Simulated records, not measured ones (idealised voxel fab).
process module | voxel fin reveal
cross-section cut | 160 nm wide | cells 5 nm
A cross-section is a grid of square cells, given in bands from the top down. A band is one or more rows of cells.
Each band's line starts with the height of the band's top and of its bottom, in nm. Then come its materials from left to right, each with its width in nm. One material with "throughout" fills the band from edge to edge. "air" is empty space.
Height 0 is the level under which the wafer as received is all one material. The lowest band goes on downwards, as in "0 down".
A width such as "30 to 40" changes by the same amount from each row of cells to the next, from the band's top row to its bottom row.
"no change" after a step means that no cell of the cross-section changed.
closed voids: empty space of 8 cells or more with no open way to the top, each as width x height at its distance from the left edge, in nm
after a step's settings: what the simulator itself notes on the step
overlay nm, on a step with a mask: how far to the right of its planned place the mask lay; to the left if negative
Each pair below shows a cross-section before one step and the cross-section after it, down to the lowest band that changed. The line under each pair gives the step between them, with its settings. The pairs can come from different runs of this module on the same starting wafer, so a pair continues from the pair above only where its "before" says so.
before
  0 down: Si throughout
  closed voids: none
after
  5 to 0: SiN throughout
  below 0: unchanged
  closed voids: none
the step between: op CONFORMAL_DEP | material SiN | thk nm 5
before: the cross-section after the pair above
after
  5 to 0: air 20 | SiN 15 | air 20 | SiN 15 | air 20 | SiN 15 | air 20 | SiN 15 | air 20
  below 0: unchanged
  closed voids: none
the step between: op MASKED_ETCH | tone cover | mask id FINS | width nm 15 | pitch nm 35 | etch materials SiN | depth nm 5 | overlay nm 0
before: the cross-section after the pair above
after
  5 to 0: air 20 | SiN 15 | air 20 | SiN 15 | air 20 | SiN 15 | air 20 | SiN 15 | air 20
  0 to -30: air 20 | Si 15 | air 20 | Si 15 | air 20 | Si 15 | air 20 | Si 15 | air 20
  below -30: unchanged
  closed voids: none
the step between: op MASKED_ETCH | tone cover | mask id FINS | width nm 15 | pitch nm 35 | etch materials Si | depth nm 30 | overlay nm 0
before: the cross-section after the pair above
after
  10 to 5: SiO2 throughout
  5 to 0: SiO2 20 | SiN 15 | SiO2 20 | SiN 15 | SiO2 20 | SiN 15 | SiO2 20 | SiN 15 | SiO2 20
  0 to -30: SiO2 20 | Si 15 | SiO2 20 | Si 15 | SiO2 20 | Si 15 | SiO2 20 | Si 15 | SiO2 20
  below -30: unchanged
  closed voids: none
the step between: op FILL_DEP | material SiO2 | thk nm 5
before: the cross-section after the pair above
after
  5 to 0: SiO2 20 | SiN 15 | SiO2 20 | SiN 15 | SiO2 20 | SiN 15 | SiO2 20 | SiN 15 | SiO2 20
  below 0: unchanged
  closed voids: none
the step between: op CMP | height nm 5
before: the cross-section after the pair above
after
  5 to 0: air 20 | SiN 15 | air 20 | SiN 15 | air 20 | SiN 15 | air 20 | SiN 15 | air 20
  0 to -15: air 20 | Si 15 | air 20 | Si 15 | air 20 | Si 15 | air 20 | Si 15 | air 20
  below -15: unchanged
  closed voids: none
the step between: op SELECTIVE_ETCH | etch materials SiO2 | depth nm 20
before: the cross-section after the pair above
after
  0 to -15: air 20 | Si 15 | air 20 | Si 15 | air 20 | Si 15 | air 20 | Si 15 | air 20
  below -15: unchanged
  closed voids: none
the step between: op STRIP | etch materials SiN
before
  5 to 0: air 20 | SiN 15 | air 20 | SiN 15 | air 20 | SiN 15 | air 20 | SiN 15 | air 20
  0 to -30: air 20 | Si 15 | air 20 | Si 15 | air 20 | Si 15 | air 20 | Si 15 | air 20
  -30 down: Si throughout
  closed voids: none
after
  5 to 0: air 20 | SiN 15 | air 20 | SiN 15 | air 20 | SiN 15 | air 20 | SiN 15 | air 20
  0 to -60: air 20 | Si 15 | air 20 | Si 15 | air 20 | Si 15 | air 20 | Si 15 | air 20
  below -60: unchanged
  closed voids: none
the step between: op MASKED_ETCH | tone cover | mask id FINS | width nm 15 | pitch nm 35 | etch materials Si | depth nm 30 | overlay nm 0
before: the cross-section after the pair above
after
  10 to 5: SiO2 throughout
  5 to 0: SiO2 20 | SiN 15 | SiO2 20 | SiN 15 | SiO2 20 | SiN 15 | SiO2 20 | SiN 15 | SiO2 20
  0 to -60: SiO2 20 | Si 15 | SiO2 20 | Si 15 | SiO2 20 | Si 15 | SiO2 20 | Si 15 | SiO2 20
  below -60: unchanged
  closed voids: none
the step between: op FILL_DEP | material SiO2 | thk nm 5
before: the cross-section after the pair above
after
  5 to 0: SiO2 20 | SiN 15 | SiO2 20 | SiN 15 | SiO2 20 | SiN 15 | SiO2 20 | SiN 15 | SiO2 20
  below 0: unchanged
  closed voids: none
the step between: op CMP | height nm 5
before: the cross-section after the pair above
after
  5 to 0: air 20 | SiN 15 | air 20 | SiN 15 | air 20 | SiN 15 | air 20 | SiN 15 | air 20
  0 to -15: air 20 | Si 15 | air 20 | Si 15 | air 20 | Si 15 | air 20 | Si 15 | air 20
  below -15: unchanged
  closed voids: none
the step between: op SELECTIVE_ETCH | etch materials SiO2 | depth nm 20
before: the cross-section after the pair above
after
  0 to -15: air 20 | Si 15 | air 20 | Si 15 | air 20 | Si 15 | air 20 | Si 15 | air 20
  below -15: unchanged
  closed voids: none
the step between: op STRIP | etch materials SiN
before
  5 to 0: SiO2 20 | SiN 15 | SiO2 20 | SiN 15 | SiO2 20 | SiN 15 | SiO2 20 | SiN 15 | SiO2 20
  0 to -30: SiO2 20 | Si 15 | SiO2 20 | Si 15 | SiO2 20 | Si 15 | SiO2 20 | Si 15 | SiO2 20
  -30 down: Si throughout
  closed voids: none
after
  5 to 0: air 20 | SiN 15 | air 20 | SiN 15 | air 20 | SiN 15 | air 20 | SiN 15 | air 20
  0 to -5: air 20 | Si 15 | air 20 | Si 15 | air 20 | Si 15 | air 20 | Si 15 | air 20
  below -5: unchanged
  closed voids: none
the step between: op SELECTIVE_ETCH | etch materials SiO2 | depth nm 10
before: the cross-section after the pair above
after
  0 to -5: air 20 | Si 15 | air 20 | Si 15 | air 20 | Si 15 | air 20 | Si 15 | air 20
  below -5: unchanged
  closed voids: none
the step between: op STRIP | etch materials SiN
before
  5 to 0: air 20 | SiN 15 | air 20 | SiN 15 | air 20 | SiN 15 | air 20 | SiN 15 | air 20
  0 to -15: air 20 | Si 15 | air 20 | Si 15 | air 20 | Si 15 | air 20 | Si 15 | air 20
  -15 to -30: SiO2 20 | Si 15 | SiO2 20 | Si 15 | SiO2 20 | Si 15 | SiO2 20 | Si 15 | SiO2 20
  -30 down: Si throughout
  closed voids: none
after
  5 to 0: air 20 | SiN 15 | air 20 | SiN 15 | air 20 | SiN 15 | air 20 | SiN 15 | air 20
  0 to -30: air 20 | Si 15 | air 20 | Si 15 | air 20 | Si 15 | air 20 | Si 15 | air 20
  below -30: unchanged
  closed voids: none
the step between: op STRIP | etch materials SiO2
